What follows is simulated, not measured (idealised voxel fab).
Presented below is a process module, voxel transistor to metal.
Each square cell in cross-section cut measures 5 nm, and the section as a whole is 275 nm wide.
Square cells in a grid make up a cross-section in this document, and the grid is given as bands, listed from the top down, each one or more rows of cells. Top, bottom (nm), then materials left to right with widths (nm); lone material tagged "all across" fills the whole band edge to edge; "empty" = empty space. Height 0 is the level under which the wafer as received is all one material. The lowest band goes on downwards, as in "0 and below". Note: "30->40" means the width goes from the first number (top row of the band) to the second number (bottom row) in equal steps per row of cells. "stayed the same", as given for a step, is the statement that not any cell of the cross-section underwent a change during that step. "Unvented cavities": empty spaces of 8 cells or more with no open way to the top, each given as width x height at distance, distance from the left edge, all in nm. Post-settings text on a step line: simulator's own remark regarding the step. Each step line may optionally specify "overlay nm", which for a step with a mask gives the rightward distance between the mask's planned place and where it lay, a negative value indicating the leftward direction.

So here's the lineup of process steps we planned:
step 1: RECEIVE,material Si
step 2: CONFORMAL_DEP,material SiO2,thk nm 5
step 3: CONFORMAL_DEP,material SiN,thk nm 15
step 4: MASKED_ETCH,tone cover,mask id ACTIVE,width nm 105,pitch nm 130,etch materials SiN,depth nm 15,overlay nm 0
step 5: MASKED_ETCH,tone cover,mask id ACTIVE,width nm 105,pitch nm 130,etch materials SiO2,depth nm 5,overlay nm 0
step 6: MASKED_ETCH,tone cover,mask id ACTIVE,width nm 105,pitch nm 130,etch materials Si,depth nm 25,overlay nm 0
step 7: FILL_DEP,material SiO2,thk nm 5
step 8: CMP,height nm 20
step 9: SELECTIVE_ETCH,etch materials SiO2,depth nm 10
step 10: STRIP,etch materials SiN
step 11: SELECTIVE_ETCH,etch materials SiO2,depth nm 5
step 12: OXIDIZE,depth nm 5
step 13: DIRECTIONAL_DEP,material polySi,thk nm 25
step 14: DIRECTIONAL_DEP,material SiCN,thk nm 10
step 15: PATTERN,tone cover,mask id GATE,material resist,width nm 15,pitch nm 130,thk nm 20,overlay nm 0
step 16: DIRECTIONAL_ETCH,etch materials SiCN,depth nm 20
step 17: DIRECTIONAL_ETCH,etch materials polySi,depth nm 35
step 18: STRIP,etch materials resist
step 19: CONFORMAL_DEP,material SiN,thk nm 5
step 20: DIRECTIONAL_ETCH,etch materials SiN,depth nm 5
step 21: DIRECTIONAL_ETCH,etch materials SiO2,depth nm 5
step 22: DIRECTIONAL_ETCH,etch materials Si,depth nm 5
step 23: EPI,material nSi,thk nm 10
step 24: FILL_DEP,material SiO2,thk nm 10
step 25: CMP,height nm 25
step 26: STRIP,etch materials polySi
step 27: SELECTIVE_ETCH,etch materials SiO2,depth nm 5
step 28: CONFORMAL_DEP,material HfO2,thk nm 5
step 29: CONFORMAL_DEP,material TiN,thk nm 5
step 30: FILL_DEP,material W,thk nm 5
step 31: CMP,height nm 20
step 32: DIRECTIONAL_DEP,material SiO2,thk nm 10
step 33: PATTERN,tone open,mask id CONTACT,material resist,width nm 15,thk nm 15,overlay nm 0
step 34: DIRECTIONAL_ETCH,etch materials SiO2,depth nm 30
step 35: STRIP,etch materials resist
step 36: CONFORMAL_DEP,material TiN,thk nm 5
step 37: FILL_DEP,material W,thk nm 5
step 38: CMP,height nm 30
step 39: CONFORMAL_DEP,material SiCN,thk nm 5
step 40: DIRECTIONAL_DEP,material SiO2,thk nm 15
step 41: DIRECTIONAL_DEP,material aC,thk nm 15
step 42: PATTERN,tone open,mask id METAL_1,material resist,width nm 15,thk nm 35,overlay nm 0
step 43: DIRECTIONAL_ETCH,etch materials aC,depth nm 15
step 44: STRIP,etch materials resist
step 45: DIRECTIONAL_ETCH,etch materials SiO2,depth nm 15
step 46: DIRECTIONAL_ETCH,etch materials SiCN,depth nm 5
step 47: STRIP,etch materials aC
step 48: CONFORMAL_DEP,material TiN,thk nm 5
step 49: FILL_DEP,material W,thk nm 5
step 50: CMP,height nm 50
step 51: EPI,material Ru,thk nm 5
step 52: FILL_DEP,material SiCN,thk nm 5
All wafers enter the flow in the same state. The width nm at step 15 differs from wafer to wafer, and the plan gives the value for the first wafer.

Cross-sectional view of the first of several wafers in the as-received condition, corresponding to the state following step 1:
	0 and below | Si all across
	Unvented cavities: none

Per-wafer rows below. For each material: cells gained (+) or lost (-) since the wafer was received, as of end of module. Then: closed voids:
width nm 15, +26 HfO2, +20 Ru, -139 Si, +133 SiCN, +20 SiN, +400 SiO2, +96 TiN, +32 W, +72 nSi, Unvented cavities: none
width nm 20, +28 HfO2, +20 Ru, -137 Si, +133 SiCN, +20 SiN, +392 SiO2, +104 TiN, +32 W, +68 nSi, Unvented cavities: none
width nm 25, +30 HfO2, +20 Ru, -135 Si, +133 SiCN, +20 SiN, +384 SiO2, +106 TiN, +38 W, +64 nSi, Unvented cavities: none
width nm 30, +32 HfO2, +20 Ru, -133 Si, +133 SiCN, +20 SiN, +378 SiO2, +108 TiN, +42 W, +60 nSi, Unvented cavities: none
width nm 35, +34 HfO2, +20 Ru, -131 Si, +133 SiCN, +20 SiN, +372 SiO2, +110 TiN, +46 W, +56 nSi, Unvented cavities: none
width nm 40, +36 HfO2, +20 Ru, -129 Si, +133 SiCN, +20 SiN, +366 SiO2, +110 TiN, +52 W, +52 nSi, Unvented cavities: none
